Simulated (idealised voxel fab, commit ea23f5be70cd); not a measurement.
Name of the process module below: voxel self aligned vias
It is cross-section cut that appears here, measuring 275 nm in width, its square cells being 5 nm in size.
Throughout this document, each cross-section is represented as a grid of square cells and is presented as a sequence of bands enumerated from the top downward, where a band comprises one or more rows of cells. Per band: top height and bottom height in nm, followed by the left-to-right materials and their widths in nm; "everywhere" marks a single material spanning edge to edge, "empty" marks empty space. Heads up on the height convention: 0 is the point under which the incoming wafer is all one material, and the lowest band has no bottom, it just keeps going down, like "0 -> down". Read "30 to 40" as a graded width: first number on top, second number at the bottom, same change between each pair of neighbouring rows. It should be understood that the words "nothing was modified", when stated for a given step, signify that the cross-section underwent no change in any of its cells during that step. "Entrapped voids" - sealed voids, min. 8 cells, no opening to top; format: width x height at distance (distance from left edge; nm throughout). Where a step's line continues beyond its settings, the continuation is a remark by the simulator itself on that step. The optional step-line setting "overlay nm" applies to steps with a mask and quantifies how far to the right of its planned location the mask lay, a negative value indicating leftward placement.
**List of planned process steps**
1. RECEIVE, material Si
2. CONFORMAL_DEP, material SiO2, thk nm 15
3. CONFORMAL_DEP, material SiCN, thk nm 5
4. DIRECTIONAL_DEP, material SiO2, thk nm 20
5. PATTERN, tone open, mask id LINES, material resist, width nm 20, pitch nm 55, thk nm 15, overlay nm 0
6. DIRECTIONAL_ETCH, etch materials SiO2, depth nm 20
7. STRIP, etch materials resist
8. CONFORMAL_DEP, material TiN, thk nm 5
9. FILL_DEP, material Ru, thk nm 5
10. CMP, height nm 40
11. SELECTIVE_ETCH, etch materials W Ru TiN, depth nm 10
12. FILL_DEP, material SiN, thk nm 5
13. CMP, height nm 40
14. DIRECTIONAL_DEP, material SiO2, thk nm 15
15. MASKED_ETCH, tone open, mask id VIAS, width nm 30, pitch nm 55, etch materials SiO2, depth nm 15, overlay nm 0
16. MASKED_ETCH, tone open, mask id VIAS, width nm 30, pitch nm 55, etch materials SiN, depth nm 10, overlay nm 0
17. CONFORMAL_DEP, material TiN, thk nm 5
18. FILL_DEP, material W, thk nm 5
19. CMP, height nm 55
20. CONFORMAL_DEP, material SiCN, thk nm 5
**Delivered wafer in cross-section: state after step 1**
- 0 -> down = Si everywhere
- Entrapped voids: none
**Sectioned view, first of two wafers, at the close of the module, processed as intended in the plan**
- 60 -> 55 = SiCN everywhere
- 55 -> 45 = 65 of SiO2  5 of TiN  20 of W  5 of TiN  25 of SiO2  5 of TiN  20 of W  5 of TiN  25 of SiO2  5 of TiN  20 of W  5 of TiN  70 of SiO2
- 45 -> 35 = 65 to 70 of SiO2  10 to 5 of TiN  10 of W  10 to 5 of TiN  25 to 35 of SiO2  10 to 5 of TiN  10 of W  10 to 5 of TiN  25 to 35 of SiO2  10 to 5 of TiN  10 of W  10 to 5 of TiN  70 to 75 of SiO2
- 35 -> 30 = 70 of SiO2  20 of TiN  35 of SiO2  20 of TiN  35 of SiO2  20 of TiN  75 of SiO2
- 30 -> 25 = 70 of SiO2  5 of TiN  10 of Ru  5 of TiN  35 of SiO2  5 of TiN  10 of Ru  5 of TiN  35 of SiO2  5 of TiN  10 of Ru  5 of TiN  75 of SiO2
- 25 -> 20 = 70 of SiO2  20 of TiN  35 of SiO2  20 of TiN  35 of SiO2  20 of TiN  75 of SiO2
- 20 -> 15 = SiCN everywhere
- 15 -> 0 = SiO2 everywhere
- 0 -> down = Si everywhere
- Entrapped voids: none
**Cross-sectional image of the second wafer of the two following completion of the module. Starting state and process plan were the same as for the first wafer; one execution error occurred**
- 60 -> 55 = SiCN everywhere
- 55 -> 45 = 65 of SiO2  5 of TiN  20 of W  5 of TiN  25 of SiO2  5 of TiN  20 of W  5 of TiN  25 of SiO2  5 of TiN  20 of W  5 of TiN  70 of SiO2
- 45 -> 35 = 65 to 70 of SiO2  10 to 5 of TiN  10 of W  10 to 5 of TiN  25 to 35 of SiO2  10 to 5 of TiN  10 of W  10 to 5 of TiN  25 to 35 of SiO2  10 to 5 of TiN  10 of W  10 to 5 of TiN  70 to 75 of SiO2
- 35 -> 30 = 70 of SiO2  20 of TiN  35 of SiO2  20 of TiN  35 of SiO2  20 of TiN  75 of SiO2
- 30 -> 25 = 70 of SiO2  5 of TiN  10 of Ru  5 of TiN  35 of SiO2  5 of TiN  10 of Ru  5 of TiN  35 of SiO2  5 of TiN  10 of Ru  5 of TiN  75 of SiO2
- 25 -> 20 = 70 of SiO2  20 of TiN  35 of SiO2  20 of TiN  35 of SiO2  20 of TiN  75 of SiO2
- 20 -> 15 = SiCN everywhere
- 15 -> 0 = Ru everywhere
- 0 -> down = Si everywhere
- Entrapped voids: none
What was done differently from what was planned? rather than as planned, step 2 actually ran as CONFORMAL_DEP, material Ru, thk nm 15
The second wafer ends with more or fewer cells of some materials than the first, per final count: 165 more of Ru, 165 fewer of SiO2
